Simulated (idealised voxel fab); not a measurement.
This is a process module. Its name is voxel gate over fins.
FYI the section here is cut, 145 nm wide, cells are 5 nm squares.
In what follows, cross-sections appear as grids of square cells, described through bands that run from the top down, where every band is one or more rows of cells. Heights first: top, then bottom, in nm. Then materials, left to right, each with a width in nm. "full width" on a single material: fills the band edge to edge. "air": empty space. Convention: height 0 is the level below which the wafer, as received, is all one material. The lowest band does not terminate at the bottom but continues downward, represented as "0..down". Per-row width for "30..40": begins at first number (top row of band), ends at second number (bottom row), increment between rows held constant. The cross-section has no changed cell in any step marked "nothing changed". For the entry "Closed void listing", the listed items are empty spaces with no open way to the top whose size is 8 cells or more; each item follows the pattern width x height at distance, where distance is from the left edge and all three are in nm. If you see something after the settings on a step's line, that's the simulator's own remark about that step. What "overlay nm" on a step's line means: if the step has a mask, that mask lay this far to the right of its planned place, or, when the value is negative, to the left.
This section lists the process steps that were planned:
1,RECEIVE, material Si
2,CONFORMAL_DEP, material SiN, thk nm 5
3,PATTERN, tone cover, mask id FINS, material resist, width nm 15, pitch nm 50, thk nm 15, overlay nm 0
4,DIRECTIONAL_ETCH, etch materials SiN, depth nm 5
5,DIRECTIONAL_ETCH, etch materials Si, depth nm 40
6,STRIP, etch materials resist
7,FILL_DEP, material SiO2, thk nm 15
8,CMP, height nm 5
9,PATTERN, tone open, mask id RAIL, material resist, width nm 15, thk nm 15, overlay nm 0
10,DIRECTIONAL_ETCH, etch materials SiO2, depth nm 40
11,STRIP, etch materials resist
12,CONFORMAL_DEP, material TiN, thk nm 5
13,FILL_DEP, material Ru, thk nm 5
14,CMP, height nm 5
15,SELECTIVE_ETCH, etch materials W Ru TiN, depth nm 20
16,FILL_DEP, material SiO2, thk nm 5
17,CMP, height nm 5
18,SELECTIVE_ETCH, etch materials SiO2, depth nm 15
19,STRIP, etch materials SiN
20,CONFORMAL_DEP, material HfO2, thk nm 5
21,CONFORMAL_DEP, material TiN, thk nm 5
22,CONFORMAL_DEP, material TiAl, thk nm 5
23,CONFORMAL_DEP, material TiN, thk nm 5
24,FILL_DEP, material W, thk nm 15
25,CMP, height nm 30
26,CONFORMAL_DEP, material SiN, thk nm 10
This is the cross-section of the wafer as we received it, i.e. after step 1:
	0..down | Si full width
	Closed void listing: none
Here's the wafer cut in cross-section after the module, started and planned just like above, except one thing was done wrong in the run:
	40..30 | SiN full width
	30..20 | W full width
	20..15 | TiN full width
	15..10 | TiAl=45 / TiN=5 / TiAl=45 / TiN=5 / TiAl=45
	10..5 | TiAl=5 / TiN=35 / TiAl=5 / TiN=5 / TiAl=5 / TiN=35 / TiAl=5 / TiN=5 / TiAl=5 / TiN=35 / TiAl=5
	5..0 | TiAl=5 / TiN=5 / HfO2=25 / TiN=5 / TiAl=15 / TiN=5 / HfO2=25 / TiN=5 / TiAl=15 / TiN=5 / HfO2=25 / TiN=5 / TiAl=5
	0..-5 | TiN=10 / HfO2=5 / Si=15 / HfO2=5 / TiN=25 / HfO2=5 / Si=15 / HfO2=5 / TiN=25 / HfO2=5 / Si=15 / HfO2=5 / TiN=10
	-5..-10 | HfO2=15 / Si=15 / HfO2=35 / Si=15 / HfO2=35 / Si=15 / HfO2=15
	-10..-15 | SiO2=15 / Si=15 / SiO2=35 / Si=15 / SiO2=35 / Si=15 / SiO2=15
	-15..-30 | SiO2=15 / Si=15 / SiO2=15 / TiN=5 / Ru=5 / TiN=5 / SiO2=5 / Si=15 / SiO2=35 / Si=15 / SiO2=15
	-30..-35 | SiO2=15 / Si=15 / SiO2=15 / TiN=15 / SiO2=5 / Si=15 / SiO2=35 / Si=15 / SiO2=15
	-35..-40 | SiO2=15 / Si=15 / SiO2=35 / Si=15 / SiO2=35 / Si=15 / SiO2=15
	-40..down | Si full width
	Closed void listing: none
what went wrong: not per plan at step 9, really ran PATTERN, tone open, mask id RAIL, material resist, width nm 15, thk nm 15, overlay nm 5
